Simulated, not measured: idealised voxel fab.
process module | voxel transistor to metal
cross-section cut | 195 nm wide | cells 5 nm
A cross-section is a grid of square cells, given in bands from the top down. A band is one or more rows of cells.
Each band's line starts with the height of the band's top and of its bottom, in nm. Then come its materials from left to right, each with its width in nm. One material with "throughout" fills the band from edge to edge. "air" is empty space.
Height 0 is the level under which the wafer as received is all one material. The lowest band goes on downwards, as in "0 down".
A width such as "30 to 40" changes by the same amount from each row of cells to the next, from the band's top row to its bottom row.
"no change" after a step means that no cell of the cross-section changed.
closed voids: empty space of 8 cells or more with no open way to the top, each as width x height at its distance from the left edge, in nm
after a step's settings: what the simulator itself notes on the step
overlay nm, on a step with a mask: how far to the right of its planned place the mask lay; to the left if negative
plan
1 op RECEIVE | material Si
2 op OXIDIZE | depth nm 5
3 op CONFORMAL_DEP | material SiN | thk nm 10
4 op DIRECTIONAL_DEP | material aC | thk nm 10
5 op PATTERN | tone cover | mask id ACTIVE | material resist | width nm 105 | thk nm 30 | overlay nm 0
6 op DIRECTIONAL_ETCH | etch materials aC | depth nm 10
7 op STRIP | etch materials resist
8 op DIRECTIONAL_ETCH | etch materials SiN | depth nm 10
9 op DIRECTIONAL_ETCH | etch materials SiO2 | depth nm 5
10 op DIRECTIONAL_ETCH | etch materials Si | depth nm 20
11 op STRIP | etch materials aC
12 op OXIDIZE | depth nm 5
13 op FILL_DEP | material SiO2 | thk nm 5
14 op CMP | height nm 10
15 op SELECTIVE_ETCH | etch materials SiO2 | depth nm 10
16 op STRIP | etch materials SiN
17 op SELECTIVE_ETCH | etch materials SiO2 | depth nm 5
18 op OXIDIZE | depth nm 5
19 op DIRECTIONAL_DEP | material polySi | thk nm 30
20 op DIRECTIONAL_DEP | material SiCN | thk nm 15
21 op PATTERN | tone cover | mask id GATE | material resist | width nm 25 | thk nm 20 | overlay nm 0
22 op DIRECTIONAL_ETCH | etch materials SiCN | depth nm 25
23 op DIRECTIONAL_ETCH | etch materials polySi | depth nm 40
24 op STRIP | etch materials resist
25 op CONFORMAL_DEP | material SiO2 | thk nm 5
26 op DIRECTIONAL_ETCH | etch materials SiO2 | depth nm 5
27 op CONFORMAL_DEP | material SiN | thk nm 5
28 op DIRECTIONAL_ETCH | etch materials SiN | depth nm 5
29 op DIRECTIONAL_ETCH | etch materials SiO2 | depth nm 5
30 op DIRECTIONAL_ETCH | etch materials Si | depth nm 10
31 op EPI | material nSi | thk nm 10
32 op FILL_DEP | material SiO2 | thk nm 10
33 op CMP | height nm 25
34 op STRIP | etch materials polySi
35 op SELECTIVE_ETCH | etch materials SiO2 | depth nm 5
36 op CONFORMAL_DEP | material HfO2 | thk nm 5
37 op CONFORMAL_DEP | material TiN | thk nm 5
38 op FILL_DEP | material W | thk nm 10
39 op CMP | height nm 20
40 op DIRECTIONAL_DEP | material SiO2 | thk nm 10
41 op MASKED_ETCH | tone open | mask id CONTACT | width nm 20 | pitch nm 85 | etch materials SiO2 | depth nm 40 | overlay nm 0
42 op CONFORMAL_DEP | material TiN | thk nm 5
43 op FILL_DEP | material W | thk nm 5
44 op CMP | height nm 30
45 op CONFORMAL_DEP | material SiN | thk nm 5
46 op DIRECTIONAL_DEP | material SiO2 | thk nm 20
47 op MASKED_ETCH | tone open | mask id METAL_1 | width nm 20 | pitch nm 85 | etch materials SiO2 | depth nm 20 | overlay nm 0
48 op MASKED_ETCH | tone open | mask id METAL_1 | width nm 20 | pitch nm 85 | etch materials SiN | depth nm 5 | overlay nm 0
49 op CONFORMAL_DEP | material TiN | thk nm 5
50 op FILL_DEP | material W | thk nm 10
51 op CMP | height nm 55
52 op EPI | material Ru | thk nm 5
53 op FILL_DEP | material SiCN | thk nm 5
54 op DIRECTIONAL_DEP | material lowk | thk nm 30
55 op DIRECTIONAL_DEP | material aC | thk nm 15
56 op PATTERN | tone open | mask id METAL_2_HOLES | material resist | width nm 15 | pitch nm 85 | thk nm 30 | overlay nm 0
57 op DIRECTIONAL_ETCH | etch materials aC | depth nm 15
58 op STRIP | etch materials resist
59 op DIRECTIONAL_ETCH | etch materials lowk | depth nm 30
60 op STRIP | etch materials aC
61 op MASKED_ETCH | tone open | mask id METAL_2 | width nm 20 | pitch nm 85 | etch materials lowk | depth nm 20 | overlay nm 0
62 op MASKED_ETCH | tone open | mask id METAL_2 | width nm 20 | pitch nm 85 | etch materials SiCN | depth nm 5 | overlay nm 0
63 op CONFORMAL_DEP | material TiN | thk nm 5
64 op FILL_DEP | material Cu | thk nm 10
65 op CMP | height nm 95
66 op CONFORMAL_DEP | material SiN | thk nm 5
varied across the wafers: width nm of step 5. The plan shows the first wafer's value. All wafers start alike
first wafer as received, after step 1
  0 down: Si throughout
  closed voids: none
each wafer at the end: cells of each material gained (+) or lost (-) since it was received, then its closed voids
width nm 105 | +18 Cu | +17 HfO2 | +12 Ru | -178 Si | +60 SiCN | +80 SiN | +392 SiO2 | +105 TiN | +56 W | +190 lowk | +28 nSi | closed voids: none
width nm 110 | +18 Cu | +17 HfO2 | +12 Ru | -176 Si | +60 SiCN | +80 SiN | +388 SiO2 | +105 TiN | +56 W | +190 lowk | +30 nSi | closed voids: none
width nm 115 | +18 Cu | +17 HfO2 | +12 Ru | -174 Si | +60 SiCN | +80 SiN | +384 SiO2 | +105 TiN | +56 W | +190 lowk | +32 nSi | closed voids: none
width nm 120 | +18 Cu | +17 HfO2 | +12 Ru | -172 Si | +60 SiCN | +80 SiN | +380 SiO2 | +105 TiN | +56 W | +190 lowk | +34 nSi | closed voids: none
width nm 125 | +18 Cu | +17 HfO2 | +12 Ru | -170 Si | +60 SiCN | +80 SiN | +376 SiO2 | +105 TiN | +56 W | +190 lowk | +36 nSi | closed voids: none
width nm 130 | +18 Cu | +17 HfO2 | +12 Ru | -168 Si | +60 SiCN | +80 SiN | +372 SiO2 | +105 TiN | +56 W | +190 lowk | +38 nSi | closed voids: none
